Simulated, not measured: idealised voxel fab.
The process module presented herein is designated voxel self aligned contacts.
For reference, the cross-section in this document is cut, with width 275 nm and square cells of 5 nm.
Cross-section, as written here: a square-cell grid given band by band from the top down, where a band holds one or more rows of cells.
What a band's entry tells you: where the top is and where the bottom is, as heights in nm, and after that what lies inside, material by material from left to right, each with its width in nm. Empty space is written as the word "air", and a single material marked with the word "all across" occupies the band from edge to edge.
Heights are reckoned from 0. Under this level, the received wafer is all of one material. The bottommost band is open-ended downward, for example "0 -> down".
Note: "30 to 40" means the width goes from the first number (top row of the band) to the second number (bottom row) in equal steps per row of cells.
It should be understood that the words "no change occurred", when stated for a given step, signify that the cross-section underwent no change in any of its cells during that step.
Each empty space that has no open way to the top and spans at least 8 cells appears under "Tabulated closed voids" as width x height at distance, the distance counted from the left edge, all in nm.
Formally, on a step line, whatever follows the settings is a remark that the simulator itself makes on the step.
overlay nm: on a step with a mask, how far right of its planned place the mask lay; negative means left.
Each of the pairs that make up the rest of this document says: here is the cross-section before one process step, here is the cross-section after it, drawn only down to the lowest band that changed, and here, under the pair, is the step lying between them with its settings. Different pairs may come from different runs of this module on the same starting wafer, so a pair continues from the pair above it only where its entry headed "Pre-process cross-section" says so.
PRE-PROCESS CROSS-SECTION
> 0 -> down: Si all across
> Tabulated closed voids: none
RESULT OF STEP
> 0 -> -5: SiO2 all across
> For the remainder of the cross-section, below -5, there is no change.
> Tabulated closed voids: none
Step between the pre-process and post-process cross-sections given above: OXIDIZE: depth nm 5
Pre-process cross-section: as in the pair right above, post-step view.
RESULT OF STEP
> 30 -> 0: polySi all across
> For the remainder of the cross-section, below 0, there is no change.
> Tabulated closed voids: none
Step between the pre-process and post-process cross-sections given above: DIRECTIONAL_DEP: material polySi, thk nm 30
Pre-process cross-section: as in the pair right above, post-step view.
RESULT OF STEP
> 50 -> 30: SiN all across
> For the remainder of the cross-section, below 30, there is no change.
> Tabulated closed voids: none
Step between the pre-process and post-process cross-sections given above: DIRECTIONAL_DEP: material SiN, thk nm 20
Pre-process cross-section: as in the pair right above, post-step view.
RESULT OF STEP
> 70 -> 50: air: 50 / resist: 35 / air: 35 / resist: 35 / air: 35 / resist: 35 / air: 50
> For the remainder of the cross-section, below 50, there is no change.
> Tabulated closed voids: none
Step between the pre-process and post-process cross-sections given above: PATTERN: tone cover, mask id GATE, material resist, width nm 35, pitch nm 70, thk nm 20, overlay nm 0
Pre-process cross-section: as in the pair right above, post-step view.
RESULT OF STEP
> 70 -> 50: air: 50 / resist: 35 / air: 35 / resist: 35 / air: 35 / resist: 35 / air: 50
> 50 -> 30: air: 50 / SiN: 35 / air: 35 / SiN: 35 / air: 35 / SiN: 35 / air: 50
> For the remainder of the cross-section, below 30, there is no change.
> Tabulated closed voids: none
Step between the pre-process and post-process cross-sections given above: DIRECTIONAL_ETCH: etch materials SiN, depth nm 20
Pre-process cross-section: as in the pair right above, post-step view.
RESULT OF STEP
> 70 -> 50: air: 50 / resist: 35 / air: 35 / resist: 35 / air: 35 / resist: 35 / air: 50
> 50 -> 30: air: 50 / SiN: 35 / air: 35 / SiN: 35 / air: 35 / SiN: 35 / air: 50
> 30 -> 0: air: 50 / polySi: 35 / air: 35 / polySi: 35 / air: 35 / polySi: 35 / air: 50
> For the remainder of the cross-section, below 0, there is no change.
> Tabulated closed voids: none
Step between the pre-process and post-process cross-sections given above: DIRECTIONAL_ETCH: etch materials polySi, depth nm 30
Pre-process cross-section: as in the pair right above, post-step view.
RESULT OF STEP
> 50 -> 30: air: 50 / SiN: 35 / air: 35 / SiN: 35 / air: 35 / SiN: 35 / air: 50
> For the remainder of the cross-section, below 30, there is no change.
> Tabulated closed voids: none
Step between the pre-process and post-process cross-sections given above: STRIP: etch materials resist
Pre-process cross-section: as in the pair right above, post-step view.
RESULT OF STEP
> 55 -> 30: air: 45 / SiN: 45 / air: 25 / SiN: 45 / air: 25 / SiN: 45 / air: 45
> 30 -> 5: air: 45 / SiN: 5 / polySi: 35 / SiN: 5 / air: 25 / SiN: 5 / polySi: 35 / SiN: 5 / air: 25 / SiN: 5 / polySi: 35 / SiN: 5 / air: 45
> 5 -> 0: SiN: 50 / polySi: 35 / SiN: 35 / polySi: 35 / SiN: 35 / polySi: 35 / SiN: 50
> For the remainder of the cross-section, below 0, there is no change.
> Tabulated closed voids: none
Step between the pre-process and post-process cross-sections given above: CONFORMAL_DEP: material SiN, thk nm 5
Pre-process cross-section: as in the pair right above, post-step view.
RESULT OF STEP
> 50 -> 30: air: 45 / SiN: 45 / air: 25 / SiN: 45 / air: 25 / SiN: 45 / air: 45
> 30 -> 0: air: 45 / SiN: 5 / polySi: 35 / SiN: 5 / air: 25 / SiN: 5 / polySi: 35 / SiN: 5 / air: 25 / SiN: 5 / polySi: 35 / SiN: 5 / air: 45
> For the remainder of the cross-section, below 0, there is no change.
> Tabulated closed voids: none
Step between the pre-process and post-process cross-sections given above: DIRECTIONAL_ETCH: etch materials SiN, depth nm 5
Pre-process cross-section: as in the pair right above, post-step view.
RESULT OF STEP
> 65 -> 50: SiO2 all across
> 50 -> 30: SiO2: 45 / SiN: 45 / SiO2: 25 / SiN: 45 / SiO2: 25 / SiN: 45 / SiO2: 45
> 30 -> 0: SiO2: 45 / SiN: 5 / polySi: 35 / SiN: 5 / SiO2: 25 / SiN: 5 / polySi: 35 / SiN: 5 / SiO2: 25 / SiN: 5 / polySi: 35 / SiN: 5 / SiO2: 45
> For the remainder of the cross-section, below 0, there is no change.
> Tabulated closed voids: none
Step between the pre-process and post-process cross-sections given above: FILL_DEP: material SiO2, thk nm 15
Pre-process cross-section: as in the pair right above, post-step view.
RESULT OF STEP
> 60 -> 50: SiO2 all across
> For the remainder of the cross-section, below 50, there is no change.
> Tabulated closed voids: none
Step between the pre-process and post-process cross-sections given above: CMP: height nm 60
Pre-process cross-section: as in the pair right above, post-step view.
RESULT OF STEP
> 80 -> 60: resist: 75 / air: 55 / resist: 15 / air: 55 / resist: 75
> For the remainder of the cross-section, below 60, there is no change.
> Tabulated closed voids: none
Step between the pre-process and post-process cross-sections given above: PATTERN: tone open, mask id CONTACT, material resist, width nm 55, pitch nm 70, thk nm 20, overlay nm 0
Pre-process cross-section: as in the pair right above, post-step view.
RESULT OF STEP
> 80 -> 60: resist: 75 / air: 55 / resist: 15 / air: 55 / resist: 75
> 60 -> 50: SiO2: 75 / air: 55 / SiO2: 15 / air: 55 / SiO2: 75
> 50 -> 30: SiO2: 45 / SiN: 45 / air: 25 / SiN: 45 / air: 25 / SiN: 45 / SiO2: 45
> 30 -> 0: SiO2: 45 / SiN: 5 / polySi: 35 / SiN: 5 / air: 25 / SiN: 5 / polySi: 35 / SiN: 5 / air: 25 / SiN: 5 / polySi: 35 / SiN: 5 / SiO2: 45
> 0 -> -5: SiO2: 90 / air: 25 / SiO2: 45 / air: 25 / SiO2: 90
> For the remainder of the cross-section, below -5, there is no change.
> Tabulated closed voids: none
Step between the pre-process and post-process cross-sections given above: DIRECTIONAL_ETCH: etch materials SiO2, depth nm 65
Pre-process cross-section: as in the pair right above, post-step view.
RESULT OF STEP
> 60 -> 50: SiO2: 75 / air: 55 / SiO2: 15 / air: 55 / SiO2: 75
> For the remainder of the cross-section, below 50, there is no change.
> Tabulated closed voids: none
Step between the pre-process and post-process cross-sections given above: STRIP: etch materials resist
Pre-process cross-section: as in the pair right above, post-step view.
RESULT OF STEP
> 65 -> 60: TiN: 80 / air: 45 / TiN: 25 / air: 45 / TiN: 80
> 60 -> 50: SiO2: 75 / TiN: 5 to 20 / air: 45 to 15 / TiN: 5 to 20 / SiO2: 15 / TiN: 5 to 20 / air: 45 to 15 / TiN: 5 to 20 / SiO2: 75
> 50 -> 30: SiO2: 45 / SiN: 45 / TiN: 5 / air: 15 / TiN: 5 / SiN: 45 / TiN: 5 / air: 15 / TiN: 5 / SiN: 45 / SiO2: 45
> 30 -> 0: SiO2: 45 / SiN: 5 / polySi: 35 / SiN: 5 / TiN: 5 / air: 15 / TiN: 5 / SiN: 5 / polySi: 35 / SiN: 5 / TiN: 5 / air: 15 / TiN: 5 / SiN: 5 / polySi: 35 / SiN: 5 / SiO2: 45
> 0 -> -5: SiO2: 90 / TiN: 25 / SiO2: 45 / TiN: 25 / SiO2: 90
> For the remainder of the cross-section, below -5, there is no change.
> Tabulated closed voids: none
Step between the pre-process and post-process cross-sections given above: CONFORMAL_DEP: material TiN, thk nm 5
Pre-process cross-section: as in the pair right above, post-step view.
RESULT OF STEP
> 70 -> 65: W all across
> 65 -> 60: TiN: 80 / W: 45 / TiN: 25 / W: 45 / TiN: 80
> 60 -> 50: SiO2: 75 / TiN: 5 to 20 / W: 45 to 15 / TiN: 5 to 20 / SiO2: 15 / TiN: 5 to 20 / W: 45 to 15 / TiN: 5 to 20 / SiO2: 75
> 50 -> 30: SiO2: 45 / SiN: 45 / TiN: 5 / W: 15 / TiN: 5 / SiN: 45 / TiN: 5 / W: 15 / TiN: 5 / SiN: 45 / SiO2: 45
> 30 -> 0: SiO2: 45 / SiN: 5 / polySi: 35 / SiN: 5 / TiN: 5 / W: 15 / TiN: 5 / SiN: 5 / polySi: 35 / SiN: 5 / TiN: 5 / W: 15 / TiN: 5 / SiN: 5 / polySi: 35 / SiN: 5 / SiO2: 45
> For the remainder of the cross-section, below 0, there is no change.
> Tabulated closed voids: none
Step between the pre-process and post-process cross-sections given above: FILL_DEP: material W, thk nm 5
Pre-process cross-section: as in the pair right above, post-step view.
RESULT OF STEP
> 60 -> 50: SiO2: 75 / TiN: 5 to 20 / W: 45 to 15 / TiN: 5 to 20 / SiO2: 15 / TiN: 5 to 20 / W: 45 to 15 / TiN: 5 to 20 / SiO2: 75
> For the remainder of the cross-section, below 50, there is no change.
> Tabulated closed voids: none
Step between the pre-process and post-process cross-sections given above: CMP: height nm 60
Pre-process cross-section: as in the pair right above, post-step view.
RESULT OF STEP
> 65 -> 60: SiN all across
> For the remainder of the cross-section, below 60, there is no change.
> Tabulated closed voids: none
Step between the pre-process and post-process cross-sections given above: CONFORMAL_DEP: material SiN, thk nm 5
PRE-PROCESS CROSS-SECTION
> 0 -> down: Si all across
> Tabulated closed voids: none
RESULT OF STEP
> 30 -> 0: polySi all across
> For the remainder of the cross-section, below 0, there is no change.
> Tabulated closed voids: none
Step between the pre-process and post-process cross-sections given above: DIRECTIONAL_DEP: material polySi, thk nm 30
Pre-process cross-section: as in the pair right above, post-step view.
RESULT OF STEP
> 50 -> 30: SiN all across
> For the remainder of the cross-section, below 30, there is no change.
> Tabulated closed voids: none
Step between the pre-process and post-process cross-sections given above: DIRECTIONAL_DEP: material SiN, thk nm 20
Pre-process cross-section: as in the pair right above, post-step view.
RESULT OF STEP
> 70 -> 50: air: 50 / resist: 35 / air: 35 / resist: 35 / air: 35 / resist: 35 / air: 50
> For the remainder of the cross-section, below 50, there is no change.
> Tabulated closed voids: none
Step between the pre-process and post-process cross-sections given above: PATTERN: tone cover, mask id GATE, material resist, width nm 35, pitch nm 70, thk nm 20, overlay nm 0
Pre-process cross-section: as in the pair right above, post-step view.
RESULT OF STEP
> 70 -> 50: air: 50 / resist: 35 / air: 35 / resist: 35 / air: 35 / resist: 35 / air: 50
> 50 -> 30: air: 50 / SiN: 35 / air: 35 / SiN: 35 / air: 35 / SiN: 35 / air: 50
> For the remainder of the cross-section, below 30, there is no change.
> Tabulated closed voids: none
Step between the pre-process and post-process cross-sections given above: DIRECTIONAL_ETCH: etch materials SiN, depth nm 20
Pre-process cross-section: as in the pair right above, post-step view.
RESULT OF STEP
> 70 -> 50: air: 50 / resist: 35 / air: 35 / resist: 35 / air: 35 / resist: 35 / air: 50
> 50 -> 30: air: 50 / SiN: 35 / air: 35 / SiN: 35 / air: 35 / SiN: 35 / air: 50
> 30 -> 0: air: 50 / polySi: 35 / air: 35 / polySi: 35 / air: 35 / polySi: 35 / air: 50
> For the remainder of the cross-section, below 0, there is no change.
> Tabulated closed voids: none
Step between the pre-process and post-process cross-sections given above: DIRECTIONAL_ETCH: etch materials polySi, depth nm 30
Pre-process cross-section: as in the pair right above, post-step view.
RESULT OF STEP
> 50 -> 30: air: 50 / SiN: 35 / air: 35 / SiN: 35 / air: 35 / SiN: 35 / air: 50
> For the remainder of the cross-section, below 30, there is no change.
> Tabulated closed voids: none
Step between the pre-process and post-process cross-sections given above: STRIP: etch materials resist
Pre-process cross-section: as in the pair right above, post-step view.
RESULT OF STEP
> 55 -> 30: air: 45 / SiN: 45 / air: 25 / SiN: 45 / air: 25 / SiN: 45 / air: 45
> 30 -> 5: air: 45 / SiN: 5 / polySi: 35 / SiN: 5 / air: 25 / SiN: 5 / polySi: 35 / SiN: 5 / air: 25 / SiN: 5 / polySi: 35 / SiN: 5 / air: 45
> 5 -> 0: SiN: 50 / polySi: 35 / SiN: 35 / polySi: 35 / SiN: 35 / polySi: 35 / SiN: 50
> For the remainder of the cross-section, below 0, there is no change.
> Tabulated closed voids: none
Step between the pre-process and post-process cross-sections given above: CONFORMAL_DEP: material SiN, thk nm 5
Pre-process cross-section: as in the pair right above, post-step view.
RESULT OF STEP
> 50 -> 30: air: 45 / SiN: 45 / air: 25 / SiN: 45 / air: 25 / SiN: 45 / air: 45
> 30 -> 0: air: 45 / SiN: 5 / polySi: 35 / SiN: 5 / air: 25 / SiN: 5 / polySi: 35 / SiN: 5 / air: 25 / SiN: 5 / polySi: 35 / SiN: 5 / air: 45
> For the remainder of the cross-section, below 0, there is no change.
> Tabulated closed voids: none
Step between the pre-process and post-process cross-sections given above: DIRECTIONAL_ETCH: etch materials SiN, depth nm 5
Pre-process cross-section: as in the pair right above, post-step view.
RESULT OF STEP
> 65 -> 50: SiO2 all across
> 50 -> 30: SiO2: 45 / SiN: 45 / SiO2: 25 / SiN: 45 / SiO2: 25 / SiN: 45 / SiO2: 45
> 30 -> 0: SiO2: 45 / SiN: 5 / polySi: 35 / SiN: 5 / SiO2: 25 / SiN: 5 / polySi: 35 / SiN: 5 / SiO2: 25 / SiN: 5 / polySi: 35 / SiN: 5 / SiO2: 45
> For the remainder of the cross-section, below 0, there is no change.
> Tabulated closed voids: none
Step between the pre-process and post-process cross-sections given above: FILL_DEP: material SiO2, thk nm 15
Pre-process cross-section: as in the pair right above, post-step view.
RESULT OF STEP
> 60 -> 50: SiO2 all across
> For the remainder of the cross-section, below 50, there is no change.
> Tabulated closed voids: none
Step between the pre-process and post-process cross-sections given above: CMP: height nm 60
Pre-process cross-section: as in the pair right above, post-step view.
RESULT OF STEP
> 80 -> 60: resist: 75 / air: 55 / resist: 15 / air: 55 / resist: 75
> For the remainder of the cross-section, below 60, there is no change.
> Tabulated closed voids: none
Step between the pre-process and post-process cross-sections given above: PATTERN: tone open, mask id CONTACT, material resist, width nm 55, pitch nm 70, thk nm 20, overlay nm 0
Pre-process cross-section: as in the pair right above, post-step view.
RESULT OF STEP
> 80 -> 60: resist: 75 / air: 55 / resist: 15 / air: 55 / resist: 75
> 60 -> 50: SiO2: 75 / air: 55 / SiO2: 15 / air: 55 / SiO2: 75
> 50 -> 30: SiO2: 45 / SiN: 45 / air: 25 / SiN: 45 / air: 25 / SiN: 45 / SiO2: 45
> 30 -> 0: SiO2: 45 / SiN: 5 / polySi: 35 / SiN: 5 / air: 25 / SiN: 5 / polySi: 35 / SiN: 5 / air: 25 / SiN: 5 / polySi: 35 / SiN: 5 / SiO2: 45
> For the remainder of the cross-section, below 0, there is no change.
> Tabulated closed voids: none
Step between the pre-process and post-process cross-sections given above: DIRECTIONAL_ETCH: etch materials SiO2, depth nm 65
Pre-process cross-section: as in the pair right above, post-step view.
RESULT OF STEP
> 60 -> 50: SiO2: 75 / air: 55 / SiO2: 15 / air: 55 / SiO2: 75
> For the remainder of the cross-section, below 50, there is no change.
> Tabulated closed voids: none
Step between the pre-process and post-process cross-sections given above: STRIP: etch materials resist
Pre-process cross-section: as in the pair right above, post-step view.
RESULT OF STEP
> 65 -> 60: TiN: 80 / air: 45 / TiN: 25 / air: 45 / TiN: 80
> 60 -> 50: SiO2: 75 / TiN: 5 to 20 / air: 45 to 15 / TiN: 5 to 20 / SiO2: 15 / TiN: 5 to 20 / air: 45 to 15 / TiN: 5 to 20 / SiO2: 75
> 50 -> 30: SiO2: 45 / SiN: 45 / TiN: 5 / air: 15 / TiN: 5 / SiN: 45 / TiN: 5 / air: 15 / TiN: 5 / SiN: 45 / SiO2: 45
> 30 -> 5: SiO2: 45 / SiN: 5 / polySi: 35 / SiN: 5 / TiN: 5 / air: 15 / TiN: 5 / SiN: 5 / polySi: 35 / SiN: 5 / TiN: 5 / air: 15 / TiN: 5 / SiN: 5 / polySi: 35 / SiN: 5 / SiO2: 45
> 5 -> 0: SiO2: 45 / SiN: 5 / polySi: 35 / SiN: 5 / TiN: 25 / SiN: 5 / polySi: 35 / SiN: 5 / TiN: 25 / SiN: 5 / polySi: 35 / SiN: 5 / SiO2: 45
> For the remainder of the cross-section, below 0, there is no change.
> Tabulated closed voids: none
Step between the pre-process and post-process cross-sections given above: CONFORMAL_DEP: material TiN, thk nm 5
Pre-process cross-section: as in the pair right above, post-step view.
RESULT OF STEP
> 70 -> 65: W all across
> 65 -> 60: TiN: 80 / W: 45 / TiN: 25 / W: 45 / TiN: 80
> 60 -> 50: SiO2: 75 / TiN: 5 to 20 / W: 45 to 15 / TiN: 5 to 20 / SiO2: 15 / TiN: 5 to 20 / W: 45 to 15 / TiN: 5 to 20 / SiO2: 75
> 50 -> 30: SiO2: 45 / SiN: 45 / TiN: 5 / W: 15 / TiN: 5 / SiN: 45 / TiN: 5 / W: 15 / TiN: 5 / SiN: 45 / SiO2: 45
> 30 -> 5: SiO2: 45 / SiN: 5 / polySi: 35 / SiN: 5 / TiN: 5 / W: 15 / TiN: 5 / SiN: 5 / polySi: 35 / SiN: 5 / TiN: 5 / W: 15 / TiN: 5 / SiN: 5 / polySi: 35 / SiN: 5 / SiO2: 45
> For the remainder of the cross-section, below 5, there is no change.
> Tabulated closed voids: none
Step between the pre-process and post-process cross-sections given above: FILL_DEP: material W, thk nm 5
Pre-process cross-section: as in the pair right above, post-step view.
RESULT OF STEP
> 60 -> 50: SiO2: 75 / TiN: 5 to 20 / W: 45 to 15 / TiN: 5 to 20 / SiO2: 15 / TiN: 5 to 20 / W: 45 to 15 / TiN: 5 to 20 / SiO2: 75
> For the remainder of the cross-section, below 50, there is no change.
> Tabulated closed voids: none
Step between the pre-process and post-process cross-sections given above: CMP: height nm 60
Pre-process cross-section: as in the pair right above, post-step view.
RESULT OF STEP
> 65 -> 60: SiN all across
> For the remainder of the cross-section, below 60, there is no change.
> Tabulated closed voids: none
Step between the pre-process and post-process cross-sections given above: CONFORMAL_DEP: material SiN, thk nm 5
PRE-PROCESS CROSS-SECTION
> 50 -> 30: SiN all across
> 30 -> 0: polySi all across
> 0 -> -5: SiO2 all across
> -5 -> down: Si all across
> Tabulated closed voids: none
RESULT OF STEP
> 70 -> 30: SiN all across
> For the remainder of the cross-section, below 30, there is no change.
> Tabulated closed voids: none
Step between the pre-process and post-process cross-sections given above: DIRECTIONAL_DEP: material SiN, thk nm 20
Pre-process cross-section: as in the pair right above, post-step view.
RESULT OF STEP
> 90 -> 70: air: 50 / resist: 35 / air: 35 / resist: 35 / air: 35 / resist: 35 / air: 50
> For the remainder of the cross-section, below 70, there is no change.
> Tabulated closed voids: none
Step between the pre-process and post-process cross-sections given above: PATTERN: tone cover, mask id GATE, material resist, width nm 35, pitch nm 70, thk nm 20, overlay nm 0
Pre-process cross-section: as in the pair right above, post-step view.
RESULT OF STEP
> 90 -> 70: air: 50 / resist: 35 / air: 35 / resist: 35 / air: 35 / resist: 35 / air: 50
> 70 -> 50: air: 50 / SiN: 35 / air: 35 / SiN: 35 / air: 35 / SiN: 35 / air: 50
> For the remainder of the cross-section, below 50, there is no change.
> Tabulated closed voids: none
Step between the pre-process and post-process cross-sections given above: DIRECTIONAL_ETCH: etch materials SiN, depth nm 20
Pre-process cross-section: as in the pair right above, post-step view.
RESULT OF STEP
> 70 -> 50: air: 50 / SiN: 35 / air: 35 / SiN: 35 / air: 35 / SiN: 35 / air: 50
> For the remainder of the cross-section, below 50, there is no change.
> Tabulated closed voids: none
Step between the pre-process and post-process cross-sections given above: STRIP: etch materials resist
Pre-process cross-section: as in the pair right above, post-step view.
RESULT OF STEP
> 75 -> 55: air: 45 / SiN: 45 / air: 25 / SiN: 45 / air: 25 / SiN: 45 / air: 45
> 55 -> 30: SiN all across
> For the remainder of the cross-section, below 30, there is no change.
> Tabulated closed voids: none
Step between the pre-process and post-process cross-sections given above: CONFORMAL_DEP: material SiN, thk nm 5
Pre-process cross-section: as in the pair right above, post-step view.
RESULT OF STEP
> 70 -> 50: air: 45 / SiN: 45 / air: 25 / SiN: 45 / air: 25 / SiN: 45 / air: 45
> For the remainder of the cross-section, below 50, there is no change.
> Tabulated closed voids: none
Step between the pre-process and post-process cross-sections given above: DIRECTIONAL_ETCH: etch materials SiN, depth nm 5
Pre-process cross-section: as in the pair right above, post-step view.
RESULT OF STEP
> 85 -> 70: SiO2 all across
> 70 -> 50: SiO2: 45 / SiN: 45 / SiO2: 25 / SiN: 45 / SiO2: 25 / SiN: 45 / SiO2: 45
> For the remainder of the cross-section, below 50, there is no change.
> Tabulated closed voids: none
Step between the pre-process and post-process cross-sections given above: FILL_DEP: material SiO2, thk nm 15
Pre-process cross-section: as in the pair right above, post-step view.
RESULT OF STEP
> 60 -> 50: SiO2: 45 / SiN: 45 / SiO2: 25 / SiN: 45 / SiO2: 25 / SiN: 45 / SiO2: 45
> For the remainder of the cross-section, below 50, there is no change.
> Tabulated closed voids: none
Step between the pre-process and post-process cross-sections given above: CMP: height nm 60
Pre-process cross-section: as in the pair right above, post-step view.
RESULT OF STEP
> 80 -> 60: resist: 75 / air: 55 / resist: 15 / air: 55 / resist: 75
> For the remainder of the cross-section, below 60, there is no change.
> Tabulated closed voids: none
Step between the pre-process and post-process cross-sections given above: PATTERN: tone open, mask id CONTACT, material resist, width nm 55, pitch nm 70, thk nm 20, overlay nm 0
Pre-process cross-section: as in the pair right above, post-step view.
RESULT OF STEP
> 80 -> 60: resist: 75 / air: 55 / resist: 15 / air: 55 / resist: 75
> 60 -> 50: SiO2: 45 / SiN: 45 / air: 25 / SiN: 45 / air: 25 / SiN: 45 / SiO2: 45
> For the remainder of the cross-section, below 50, there is no change.
> Tabulated closed voids: none
Step between the pre-process and post-process cross-sections given above: DIRECTIONAL_ETCH: etch materials SiO2, depth nm 65
Pre-process cross-section: as in the pair right above, post-step view.
RESULT OF STEP
> 60 -> 50: SiO2: 45 / SiN: 45 / air: 25 / SiN: 45 / air: 25 / SiN: 45 / SiO2: 45
> For the remainder of the cross-section, below 50, there is no change.
> Tabulated closed voids: none
Step between the pre-process and post-process cross-sections given above: STRIP: etch materials resist
Pre-process cross-section: as in the pair right above, post-step view.
RESULT OF STEP
> 65 -> 60: TiN: 95 / air: 15 / TiN: 55 / air: 15 / TiN: 95
> 60 -> 55: SiO2: 45 / SiN: 45 / TiN: 5 / air: 15 / TiN: 5 / SiN: 45 / TiN: 5 / air: 15 / TiN: 5 / SiN: 45 / SiO2: 45
> 55 -> 50: SiO2: 45 / SiN: 45 / TiN: 25 / SiN: 45 / TiN: 25 / SiN: 45 / SiO2: 45
> For the remainder of the cross-section, below 50, there is no change.
> Tabulated closed voids: none
Step between the pre-process and post-process cross-sections given above: CONFORMAL_DEP: material TiN, thk nm 5
Pre-process cross-section: as in the pair right above, post-step view.
RESULT OF STEP
> 70 -> 65: W all across
> 65 -> 60: TiN: 95 / W: 15 / TiN: 55 / W: 15 / TiN: 95
> 60 -> 55: SiO2: 45 / SiN: 45 / TiN: 5 / W: 15 / TiN: 5 / SiN: 45 / TiN: 5 / W: 15 / TiN: 5 / SiN: 45 / SiO2: 45
> For the remainder of the cross-section, below 55, there is no change.
> Tabulated closed voids: none
Step between the pre-process and post-process cross-sections given above: FILL_DEP: material W, thk nm 5
Pre-process cross-section: as in the pair right above, post-step view.
RESULT OF STEP
> 60 -> 55: SiO2: 45 / SiN: 45 / TiN: 5 / W: 15 / TiN: 5 / SiN: 45 / TiN: 5 / W: 15 / TiN: 5 / SiN: 45 / SiO2: 45
> For the remainder of the cross-section, below 55, there is no change.
> Tabulated closed voids: none
Step between the pre-process and post-process cross-sections given above: CMP: height nm 60
Pre-process cross-section: as in the pair right above, post-step view.
RESULT OF STEP
> 65 -> 60: SiN all across
> For the remainder of the cross-section, below 60, there is no change.
> Tabulated closed voids: none
Step between the pre-process and post-process cross-sections given above: CONFORMAL_DEP: material SiN, thk nm 5
PRE-PROCESS CROSS-SECTION
> 50 -> 30: air: 50 / SiN: 35 / air: 35 / SiN: 35 / air: 35 / SiN: 35 / air: 50
> 30 -> 0: air: 50 / polySi: 35 / air: 35 / polySi: 35 / air: 35 / polySi: 35 / air: 50
> 0 -> -5: SiO2 all across
> -5 -> down: Si all across
> Tabulated closed voids: none
RESULT OF STEP
> 45 -> 30: air: 50 / SiN: 35 / air: 35 / SiN: 35 / air: 35 / SiN: 35 / air: 50
> For the remainder of the cross-section, below 30, there is no change.
> Tabulated closed voids: none
Step between the pre-process and post-process cross-sections given above: DIRECTIONAL_ETCH: etch materials SiN, depth nm 5
Pre-process cross-section: as in the pair right above, post-step view.
RESULT OF STEP
> 50 -> 30: air: 45 / SiN: 45 / air: 25 / SiN: 45 / air: 25 / SiN: 45 / air: 45
> 30 -> 5: air: 45 / SiN: 5 / polySi: 35 / SiN: 5 / air: 25 / SiN: 5 / polySi: 35 / SiN: 5 / air: 25 / SiN: 5 / polySi: 35 / SiN: 5 / air: 45
> 5 -> 0: SiN: 50 / polySi: 35 / SiN: 35 / polySi: 35 / SiN: 35 / polySi: 35 / SiN: 50
> For the remainder of the cross-section, below 0, there is no change.
> Tabulated closed voids: none
Step between the pre-process and post-process cross-sections given above: CONFORMAL_DEP: material SiN, thk nm 5
Pre-process cross-section: as in the pair right above, post-step view.
RESULT OF STEP
> 65 -> 50: SiO2 all across
> 50 -> 30: SiO2: 45 / SiN: 45 / SiO2: 25 / SiN: 45 / SiO2: 25 / SiN: 45 / SiO2: 45
> 30 -> 5: SiO2: 45 / SiN: 5 / polySi: 35 / SiN: 5 / SiO2: 25 / SiN: 5 / polySi: 35 / SiN: 5 / SiO2: 25 / SiN: 5 / polySi: 35 / SiN: 5 / SiO2: 45
> For the remainder of the cross-section, below 5, there is no change.
> Tabulated closed voids: none
Step between the pre-process and post-process cross-sections given above: FILL_DEP: material SiO2, thk nm 15
Pre-process cross-section: as in the pair right above, post-step view.
RESULT OF STEP
> 60 -> 50: SiO2 all across
> For the remainder of the cross-section, below 50, there is no change.
> Tabulated closed voids: none
Step between the pre-process and post-process cross-sections given above: CMP: height nm 60
Pre-process cross-section: as in the pair right above, post-step view.
RESULT OF STEP
> 80 -> 60: resist: 75 / air: 55 / resist: 15 / air: 55 / resist: 75
> For the remainder of the cross-section, below 60, there is no change.
> Tabulated closed voids: none
Step between the pre-process and post-process cross-sections given above: PATTERN: tone open, mask id CONTACT, material resist, width nm 55, pitch nm 70, thk nm 20, overlay nm 0
Pre-process cross-section: as in the pair right above, post-step view.
RESULT OF STEP
> 80 -> 60: resist: 75 / air: 55 / resist: 15 / air: 55 / resist: 75
> 60 -> 50: SiO2: 75 / air: 55 / SiO2: 15 / air: 55 / SiO2: 75
> 50 -> 30: SiO2: 45 / SiN: 45 / air: 25 / SiN: 45 / air: 25 / SiN: 45 / SiO2: 45
> 30 -> 5: SiO2: 45 / SiN: 5 / polySi: 35 / SiN: 5 / air: 25 / SiN: 5 / polySi: 35 / SiN: 5 / air: 25 / SiN: 5 / polySi: 35 / SiN: 5 / SiO2: 45
> For the remainder of the cross-section, below 5, there is no change.
> Tabulated closed voids: none
Step between the pre-process and post-process cross-sections given above: DIRECTIONAL_ETCH: etch materials SiO2, depth nm 65
Pre-process cross-section: as in the pair right above, post-step view.
RESULT OF STEP
> 60 -> 50: SiO2: 75 / air: 55 / SiO2: 15 / air: 55 / SiO2: 75
> For the remainder of the cross-section, below 50, there is no change.
> Tabulated closed voids: none
Step between the pre-process and post-process cross-sections given above: STRIP: etch materials resist
Pre-process cross-section: as in the pair right above, post-step view.
RESULT OF STEP
> 65 -> 60: TiN: 80 / air: 45 / TiN: 25 / air: 45 / TiN: 80
> 60 -> 50: SiO2: 75 / TiN: 5 to 20 / air: 45 to 15 / TiN: 5 to 20 / SiO2: 15 / TiN: 5 to 20 / air: 45 to 15 / TiN: 5 to 20 / SiO2: 75
> 50 -> 30: SiO2: 45 / SiN: 45 / TiN: 5 / air: 15 / TiN: 5 / SiN: 45 / TiN: 5 / air: 15 / TiN: 5 / SiN: 45 / SiO2: 45
> 30 -> 10: SiO2: 45 / SiN: 5 / polySi: 35 / SiN: 5 / TiN: 5 / air: 15 / TiN: 5 / SiN: 5 / polySi: 35 / SiN: 5 / TiN: 5 / air: 15 / TiN: 5 / SiN: 5 / polySi: 35 / SiN: 5 / SiO2: 45
> 10 -> 5: SiO2: 45 / SiN: 5 / polySi: 35 / SiN: 5 / TiN: 25 / SiN: 5 / polySi: 35 / SiN: 5 / TiN: 25 / SiN: 5 / polySi: 35 / SiN: 5 / SiO2: 45
> For the remainder of the cross-section, below 5, there is no change.
> Tabulated closed voids: none
Step between the pre-process and post-process cross-sections given above: CONFORMAL_DEP: material TiN, thk nm 5
